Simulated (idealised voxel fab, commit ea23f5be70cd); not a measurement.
process module | voxel transistor to metal
cross-section cut | 180 nm wide | cells 5 nm
A cross-section is a grid of square cells, given in bands from the top down. A band is one or more rows of cells.
Each band's line starts with the height of the band's top and of its bottom, in nm. Then come its materials from left to right, each with its width in nm. One material with "throughout" fills the band from edge to edge. "air" is empty space.
Height 0 is the level under which the wafer as received is all one material. The lowest band goes on downwards, as in "0 down".
A width such as "30 to 40" changes by the same amount from each row of cells to the next, from the band's top row to its bottom row.
"no change" after a step means that no cell of the cross-section changed.
closed voids: empty space of 8 cells or more with no open way to the top, each as width x height at its distance from the left edge, in nm
after a step's settings: what the simulator itself notes on the step
overlay nm, on a step with a mask: how far to the right of its planned place the mask lay; to the left if negative
plan
1 op RECEIVE | material Si
2 op CONFORMAL_DEP | material SiO2 | thk nm 5
3 op CONFORMAL_DEP | material SiN | thk nm 10
4 op DIRECTIONAL_DEP | material aC | thk nm 10
5 op PATTERN | tone cover | mask id ACTIVE | material resist | width nm 110 | thk nm 30 | overlay nm 0
6 op DIRECTIONAL_ETCH | etch materials aC | depth nm 10
7 op STRIP | etch materials resist
8 op DIRECTIONAL_ETCH | etch materials SiN | depth nm 10
9 op DIRECTIONAL_ETCH | etch materials SiO2 | depth nm 5
10 op DIRECTIONAL_ETCH | etch materials Si | depth nm 30
11 op STRIP | etch materials aC
12 op FILL_DEP | material SiO2 | thk nm 10
13 op CMP | height nm 15
14 op SELECTIVE_ETCH | etch materials SiO2 | depth nm 5
15 op STRIP | etch materials SiN
16 op SELECTIVE_ETCH | etch materials SiO2 | depth nm 5
17 op OXIDIZE | depth nm 5
18 op DIRECTIONAL_DEP | material polySi | thk nm 25
19 op DIRECTIONAL_DEP | material SiCN | thk nm 15
20 op PATTERN | tone cover | mask id GATE | material resist | width nm 30 | thk nm 20 | overlay nm 0
21 op DIRECTIONAL_ETCH | etch materials SiCN | depth nm 25
22 op DIRECTIONAL_ETCH | etch materials polySi | depth nm 35
23 op STRIP | etch materials resist
24 op CONFORMAL_DEP | material SiN | thk nm 5
25 op DIRECTIONAL_ETCH | etch materials SiN | depth nm 5
26 op DIRECTIONAL_ETCH | etch materials SiO2 | depth nm 5
27 op DIRECTIONAL_ETCH | etch materials Si | depth nm 10
28 op EPI | material SiGe | thk nm 10
29 op FILL_DEP | material SiO2 | thk nm 10
30 op CMP | height nm 25
31 op STRIP | etch materials polySi
32 op SELECTIVE_ETCH | etch materials SiO2 | depth nm 5
33 op CONFORMAL_DEP | material HfO2 | thk nm 5
34 op CONFORMAL_DEP | material TiN | thk nm 5
35 op FILL_DEP | material W | thk nm 10
36 op CMP | height nm 20
37 op DIRECTIONAL_DEP | material SiO2 | thk nm 10
38 op DIRECTIONAL_DEP | material aC | thk nm 10
39 op PATTERN | tone open | mask id CONTACT | material resist | width nm 15 | pitch nm 75 | thk nm 25 | overlay nm 0
40 op DIRECTIONAL_ETCH | etch materials aC | depth nm 10
41 op STRIP | etch materials resist
42 op DIRECTIONAL_ETCH | etch materials SiO2 | depth nm 35
43 op STRIP | etch materials aC
44 op CONFORMAL_DEP | material TiN | thk nm 5
45 op FILL_DEP | material W | thk nm 5
46 op CMP | height nm 30
47 op DIRECTIONAL_DEP | material TiN | thk nm 5
48 op DIRECTIONAL_DEP | material Ru | thk nm 20
49 op DIRECTIONAL_DEP | material aC | thk nm 15
50 op PATTERN | tone cover | mask id METAL_1 | material resist | width nm 15 | pitch nm 75 | thk nm 35 | overlay nm 0
51 op DIRECTIONAL_ETCH | etch materials aC | depth nm 15
52 op STRIP | etch materials resist
53 op DIRECTIONAL_ETCH | etch materials Ru | depth nm 20
54 op DIRECTIONAL_ETCH | etch materials TiN | depth nm 5
55 op STRIP | etch materials aC
56 op CONFORMAL_DEP | material SiN | thk nm 5
57 op FILL_DEP | material lowk | thk nm 10
58 op CMP | height nm 55
59 op CONFORMAL_DEP | material SiCN | thk nm 5
first wafer, as planned
as received, after step 1
  0 down: Si throughout
  closed voids: none
after step 2
  5 to 0: SiO2 throughout
  below 0: unchanged
after step 3
  15 to 5: SiN throughout
  below 5: unchanged
after step 4
  25 to 15: aC throughout
  below 15: unchanged
after step 5
  55 to 25: air 35 | resist 110 | air 35
  below 25: unchanged
after step 6
  45 to 25: air 35 | resist 110 | air 35
  25 to 15: air 35 | aC 110 | air 35
  below 15: unchanged
after step 7
  25 to 15: air 35 | aC 110 | air 35
  below 15: unchanged
after step 8
  25 to 15: air 35 | aC 110 | air 35
  15 to 5: air 35 | SiN 110 | air 35
  below 5: unchanged
after step 9
  25 to 15: air 35 | aC 110 | air 35
  15 to 5: air 35 | SiN 110 | air 35
  5 to 0: air 35 | SiO2 110 | air 35
  below 0: unchanged
after step 10
  25 to 15: air 35 | aC 110 | air 35
  15 to 5: air 35 | SiN 110 | air 35
  5 to 0: air 35 | SiO2 110 | air 35
  0 to -30: air 35 | Si 110 | air 35
  below -30: unchanged
after step 11
  15 to 5: air 35 | SiN 110 | air 35
  below 5: unchanged
after step 12
  25 to 15: SiO2 throughout
  15 to 5: SiO2 35 | SiN 110 | SiO2 35
  5 to 0: SiO2 throughout
  0 to -30: SiO2 35 | Si 110 | SiO2 35
  below -30: unchanged
after step 13
  15 to 5: SiO2 35 | SiN 110 | SiO2 35
  below 5: unchanged
after step 14
  15 to 10: air 35 | SiN 110 | air 35
  below 10: unchanged
after step 15
  10 to 5: SiO2 35 | air 110 | SiO2 35
  below 5: unchanged
after step 16
  5 to 0: SiO2 30 | air 120 | SiO2 30
  below 0: unchanged
after step 17
  5 to 0: SiO2 30 | air 120 | SiO2 30
  0 to -5: SiO2 throughout
  below -5: unchanged
after step 18
  30 to 25: polySi 30 | air 120 | polySi 30
  25 to 5: polySi throughout
  5 to 0: SiO2 30 | polySi 120 | SiO2 30
  below 0: unchanged
after step 19
  45 to 40: SiCN 30 | air 120 | SiCN 30
  40 to 30: SiCN throughout
  30 to 25: polySi 30 | SiCN 120 | polySi 30
  below 25: unchanged
after step 20
  65 to 45: air 75 | resist 30 | air 75
  45 to 40: SiCN 30 | air 45 | resist 30 | air 45 | SiCN 30
  below 40: unchanged
after step 21
  65 to 40: air 75 | resist 30 | air 75
  40 to 30: air 75 | SiCN 30 | air 75
  30 to 25: polySi 30 | air 45 | SiCN 30 | air 45 | polySi 30
  below 25: unchanged
after step 22
  65 to 40: air 75 | resist 30 | air 75
  40 to 25: air 75 | SiCN 30 | air 75
  25 to 5: air 75 | polySi 30 | air 75
  5 to 0: SiO2 30 | air 45 | polySi 30 | air 45 | SiO2 30
  below 0: unchanged
after step 23
  40 to 25: air 75 | SiCN 30 | air 75
  below 25: unchanged
after step 24
  45 to 40: air 70 | SiN 40 | air 70
  40 to 25: air 70 | SiN 5 | SiCN 30 | SiN 5 | air 70
  25 to 10: air 70 | SiN 5 | polySi 30 | SiN 5 | air 70
  10 to 5: SiN 35 | air 35 | SiN 5 | polySi 30 | SiN 5 | air 35 | SiN 35
  5 to 0: SiO2 30 | SiN 45 | polySi 30 | SiN 45 | SiO2 30
  below 0: unchanged
after step 25
  40 to 25: air 70 | SiN 5 | SiCN 30 | SiN 5 | air 70
  25 to 5: air 70 | SiN 5 | polySi 30 | SiN 5 | air 70
  5 to 0: SiO2 30 | SiN 5 | air 35 | SiN 5 | polySi 30 | SiN 5 | air 35 | SiN 5 | SiO2 30
  below 0: unchanged
after step 26
  40 to 25: air 70 | SiN 5 | SiCN 30 | SiN 5 | air 70
  25 to 5: air 70 | SiN 5 | polySi 30 | SiN 5 | air 70
  5 to 0: air 30 | SiN 5 | air 35 | SiN 5 | polySi 30 | SiN 5 | air 35 | SiN 5 | air 30
  0 to -5: SiO2 35 | air 35 | SiO2 40 | air 35 | SiO2 35
  below -5: unchanged
after step 27
  40 to 25: air 70 | SiN 5 | SiCN 30 | SiN 5 | air 70
  25 to 5: air 70 | SiN 5 | polySi 30 | SiN 5 | air 70
  5 to 0: air 30 | SiN 5 | air 35 | SiN 5 | polySi 30 | SiN 5 | air 35 | SiN 5 | air 30
  0 to -5: SiO2 35 | air 35 | SiO2 40 | air 35 | SiO2 35
  -5 to -15: SiO2 35 | air 35 | Si 40 | air 35 | SiO2 35
  below -15: unchanged
after step 28
  40 to 25: air 70 | SiN 5 | SiCN 30 | SiN 5 | air 70
  25 to 5: air 70 | SiN 5 | polySi 30 | SiN 5 | air 70
  5 to 0: air 30 | SiN 5 | air 25 | SiGe 10 | SiN 5 | polySi 30 | SiN 5 | SiGe 10 | air 25 | SiN 5 | air 30
  0 to -5: SiO2 35 | air 25 | SiGe 10 | SiO2 40 | SiGe 10 | air 25 | SiO2 35
  -5 to -15: SiO2 35 | SiGe 35 | Si 40 | SiGe 35 | SiO2 35
  below -15: unchanged
after step 29
  50 to 40: SiO2 throughout
  40 to 25: SiO2 70 | SiN 5 | SiCN 30 | SiN 5 | SiO2 70
  25 to 5: SiO2 70 | SiN 5 | polySi 30 | SiN 5 | SiO2 70
  5 to 0: SiO2 30 | SiN 5 | SiO2 25 | SiGe 10 | SiN 5 | polySi 30 | SiN 5 | SiGe 10 | SiO2 25 | SiN 5 | SiO2 30
  0 to -5: SiO2 60 | SiGe 10 | SiO2 40 | SiGe 10 | SiO2 60
  below -5: unchanged
after step 30
  25 to 5: SiO2 70 | SiN 5 | polySi 30 | SiN 5 | SiO2 70
  below 5: unchanged
after step 31
  25 to 5: SiO2 70 | SiN 5 | air 30 | SiN 5 | SiO2 70
  5 to 0: SiO2 30 | SiN 5 | SiO2 25 | SiGe 10 | SiN 5 | air 30 | SiN 5 | SiGe 10 | SiO2 25 | SiN 5 | SiO2 30
  below 0: unchanged
after step 32
  25 to 20: air 70 | SiN 5 | air 30 | SiN 5 | air 70
  20 to 5: SiO2 70 | SiN 5 | air 30 | SiN 5 | SiO2 70
  5 to 0: SiO2 30 | SiN 5 | SiO2 25 | SiGe 10 | SiN 5 | air 30 | SiN 5 | SiGe 10 | SiO2 25 | SiN 5 | SiO2 30
  0 to -5: SiO2 60 | SiGe 10 | air 40 | SiGe 10 | SiO2 60
  below -5: unchanged
after step 33
  30 to 25: air 65 | HfO2 15 | air 20 | HfO2 15 | air 65
  25 to 20: HfO2 70 | SiN 5 | HfO2 5 | air 20 | HfO2 5 | SiN 5 | HfO2 70
  20 to 5: SiO2 70 | SiN 5 | HfO2 5 | air 20 | HfO2 5 | SiN 5 | SiO2 70
  5 to 0: SiO2 30 | SiN 5 | SiO2 25 | SiGe 10 | SiN 5 | HfO2 5 | air 20 | HfO2 5 | SiN 5 | SiGe 10 | SiO2 25 | SiN 5 | SiO2 30
  0 to -5: SiO2 60 | SiGe 10 | HfO2 40 | SiGe 10 | SiO2 60
  below -5: unchanged
after step 34
  35 to 30: air 60 | TiN 25 | air 10 | TiN 25 | air 60
  30 to 25: TiN 65 | HfO2 15 | TiN 5 | air 10 | TiN 5 | HfO2 15 | TiN 65
  25 to 20: HfO2 70 | SiN 5 | HfO2 5 | TiN 5 | air 10 | TiN 5 | HfO2 5 | SiN 5 | HfO2 70
  20 to 5: SiO2 70 | SiN 5 | HfO2 5 | TiN 5 | air 10 | TiN 5 | HfO2 5 | SiN 5 | SiO2 70
  5 to 0: SiO2 30 | SiN 5 | SiO2 25 | SiGe 10 | SiN 5 | HfO2 5 | TiN 20 | HfO2 5 | SiN 5 | SiGe 10 | SiO2 25 | SiN 5 | SiO2 30
  below 0: unchanged
after step 35
  45 to 35: W throughout
  35 to 30: W 60 | TiN 25 | W 10 | TiN 25 | W 60
  30 to 25: TiN 65 | HfO2 15 | TiN 5 | W 10 | TiN 5 | HfO2 15 | TiN 65
  25 to 20: HfO2 70 | SiN 5 | HfO2 5 | TiN 5 | W 10 | TiN 5 | HfO2 5 | SiN 5 | HfO2 70
  20 to 5: SiO2 70 | SiN 5 | HfO2 5 | TiN 5 | W 10 | TiN 5 | HfO2 5 | SiN 5 | SiO2 70
  below 5: unchanged
after step 36
  20 to 5: SiO2 70 | SiN 5 | HfO2 5 | TiN 5 | W 10 | TiN 5 | HfO2 5 | SiN 5 | SiO2 70
  below 5: unchanged
after step 37
  30 to 20: SiO2 throughout
  below 20: unchanged
after step 38
  40 to 30: aC throughout
  below 30: unchanged
after step 39
  65 to 40: resist 45 | air 15 | resist 60 | air 15 | resist 45
  below 40: unchanged
after step 40
  55 to 40: resist 45 | air 15 | resist 60 | air 15 | resist 45
  40 to 30: aC 45 | air 15 | aC 60 | air 15 | aC 45
  below 30: unchanged
after step 41
  40 to 30: aC 45 | air 15 | aC 60 | air 15 | aC 45
  below 30: unchanged
after step 42
  40 to 30: aC 45 | air 15 | aC 60 | air 15 | aC 45
  30 to 20: SiO2 45 | air 15 | SiO2 60 | air 15 | SiO2 45
  20 to 5: SiO2 45 | air 15 | SiO2 10 | SiN 5 | HfO2 5 | TiN 5 | W 10 | TiN 5 | HfO2 5 | SiN 5 | SiO2 10 | air 15 | SiO2 45
  5 to 0: SiO2 30 | SiN 5 | SiO2 10 | air 15 | SiGe 10 | SiN 5 | HfO2 5 | TiN 20 | HfO2 5 | SiN 5 | SiGe 10 | air 15 | SiO2 10 | SiN 5 | SiO2 30
  0 to -5: SiO2 45 | air 15 | SiGe 10 | HfO2 40 | SiGe 10 | air 15 | SiO2 45
  below -5: unchanged
after step 43
  30 to 20: SiO2 45 | air 15 | SiO2 60 | air 15 | SiO2 45
  below 20: unchanged
after step 44
  35 to 30: TiN 50 | air 5 | TiN 70 | air 5 | TiN 50
  30 to 20: SiO2 45 | TiN 5 | air 5 | TiN 5 | SiO2 60 | TiN 5 | air 5 | TiN 5 | SiO2 45
  20 to 5: SiO2 45 | TiN 5 | air 5 | TiN 5 | SiO2 10 | SiN 5 | HfO2 5 | TiN 5 | W 10 | TiN 5 | HfO2 5 | SiN 5 | SiO2 10 | TiN 5 | air 5 | TiN 5 | SiO2 45
  5 to 0: SiO2 30 | SiN 5 | SiO2 10 | TiN 5 | air 5 | TiN 5 | SiGe 10 | SiN 5 | HfO2 5 | TiN 20 | HfO2 5 | SiN 5 | SiGe 10 | TiN 5 | air 5 | TiN 5 | SiO2 10 | SiN 5 | SiO2 30
  0 to -5: SiO2 45 | TiN 15 | SiGe 10 | HfO2 40 | SiGe 10 | TiN 15 | SiO2 45
  below -5: unchanged
after step 45
  40 to 35: W throughout
  35 to 30: TiN 50 | W 5 | TiN 70 | W 5 | TiN 50
  30 to 20: SiO2 45 | TiN 5 | W 5 | TiN 5 | SiO2 60 | TiN 5 | W 5 | TiN 5 | SiO2 45
  20 to 5: SiO2 45 | TiN 5 | W 5 | TiN 5 | SiO2 10 | SiN 5 | HfO2 5 | TiN 5 | W 10 | TiN 5 | HfO2 5 | SiN 5 | SiO2 10 | TiN 5 | W 5 | TiN 5 | SiO2 45
  5 to 0: SiO2 30 | SiN 5 | SiO2 10 | TiN 5 | W 5 | TiN 5 | SiGe 10 | SiN 5 | HfO2 5 | TiN 20 | HfO2 5 | SiN 5 | SiGe 10 | TiN 5 | W 5 | TiN 5 | SiO2 10 | SiN 5 | SiO2 30
  below 0: unchanged
after step 46
  30 to 20: SiO2 45 | TiN 5 | W 5 | TiN 5 | SiO2 60 | TiN 5 | W 5 | TiN 5 | SiO2 45
  below 20: unchanged
after step 47
  35 to 30: TiN throughout
  below 30: unchanged
after step 48
  55 to 35: Ru throughout
  below 35: unchanged
after step 49
  70 to 55: aC throughout
  below 55: unchanged
after step 50
  105 to 70: air 45 | resist 15 | air 60 | resist 15 | air 45
  below 70: unchanged
after step 51
  90 to 70: air 45 | resist 15 | air 60 | resist 15 | air 45
  70 to 55: air 45 | aC 15 | air 60 | aC 15 | air 45
  below 55: unchanged
after step 52
  70 to 55: air 45 | aC 15 | air 60 | aC 15 | air 45
  below 55: unchanged
after step 53
  70 to 55: air 45 | aC 15 | air 60 | aC 15 | air 45
  55 to 35: air 45 | Ru 15 | air 60 | Ru 15 | air 45
  below 35: unchanged
after step 54
  70 to 55: air 45 | aC 15 | air 60 | aC 15 | air 45
  55 to 35: air 45 | Ru 15 | air 60 | Ru 15 | air 45
  35 to 30: air 45 | TiN 15 | air 60 | TiN 15 | air 45
  below 30: unchanged
after step 55
  55 to 35: air 45 | Ru 15 | air 60 | Ru 15 | air 45
  below 35: unchanged
after step 56
  60 to 55: air 40 | SiN 25 | air 50 | SiN 25 | air 40
  55 to 35: air 40 | SiN 5 | Ru 15 | SiN 5 | air 50 | SiN 5 | Ru 15 | SiN 5 | air 40
  35 to 30: SiN 45 | TiN 15 | SiN 60 | TiN 15 | SiN 45
  below 30: unchanged
after step 57
  70 to 60: lowk throughout
  60 to 55: lowk 40 | SiN 25 | lowk 50 | SiN 25 | lowk 40
  55 to 35: lowk 40 | SiN 5 | Ru 15 | SiN 5 | lowk 50 | SiN 5 | Ru 15 | SiN 5 | lowk 40
  below 35: unchanged
after step 58
  55 to 35: lowk 40 | SiN 5 | Ru 15 | SiN 5 | lowk 50 | SiN 5 | Ru 15 | SiN 5 | lowk 40
  below 35: unchanged
after step 59
  60 to 55: SiCN throughout
  below 55: unchanged
second wafer: like start, like plan, one mistake. Through step 47 it matches the first wafer
when step 48 should have ended
  50 to 35: Ru throughout
  below 35: unchanged
when step 49 should have ended
  65 to 50: aC throughout
  below 50: unchanged
when step 50 should have ended
  100 to 65: air 45 | resist 15 | air 60 | resist 15 | air 45
  below 65: unchanged
when step 51 should have ended
  85 to 65: air 45 | resist 15 | air 60 | resist 15 | air 45
  65 to 50: air 45 | aC 15 | air 60 | aC 15 | air 45
  below 50: unchanged
when step 52 should have ended
  65 to 50: air 45 | aC 15 | air 60 | aC 15 | air 45
  below 50: unchanged
when step 53 should have ended
  65 to 50: air 45 | aC 15 | air 60 | aC 15 | air 45
  50 to 35: air 45 | Ru 15 | air 60 | Ru 15 | air 45
  below 35: unchanged
when step 54 should have ended
  65 to 50: air 45 | aC 15 | air 60 | aC 15 | air 45
  50 to 35: air 45 | Ru 15 | air 60 | Ru 15 | air 45
  35 to 30: air 45 | TiN 15 | air 60 | TiN 15 | air 45
  below 30: unchanged
when step 55 should have ended
  50 to 35: air 45 | Ru 15 | air 60 | Ru 15 | air 45
  below 35: unchanged
when step 56 should have ended
  55 to 50: air 40 | SiN 25 | air 50 | SiN 25 | air 40
  50 to 35: air 40 | SiN 5 | Ru 15 | SiN 5 | air 50 | SiN 5 | Ru 15 | SiN 5 | air 40
  35 to 30: SiN 45 | TiN 15 | SiN 60 | TiN 15 | SiN 45
  below 30: unchanged
when step 57 should have ended
  65 to 55: lowk throughout
  55 to 50: lowk 40 | SiN 25 | lowk 50 | SiN 25 | lowk 40
  50 to 35: lowk 40 | SiN 5 | Ru 15 | SiN 5 | lowk 50 | SiN 5 | Ru 15 | SiN 5 | lowk 40
  below 35: unchanged
when step 58 should have ended
  55 to 50: lowk 40 | SiN 25 | lowk 50 | SiN 25 | lowk 40
  below 50: unchanged
when step 59 should have ended
  60 to 55: SiCN throughout
  below 55: unchanged
what went wrong: step 48 ran as: op DIRECTIONAL_DEP | material Ru | thk nm 15
at the end the second wafer has, in cells: 6 fewer of Ru | 6 more of SiN
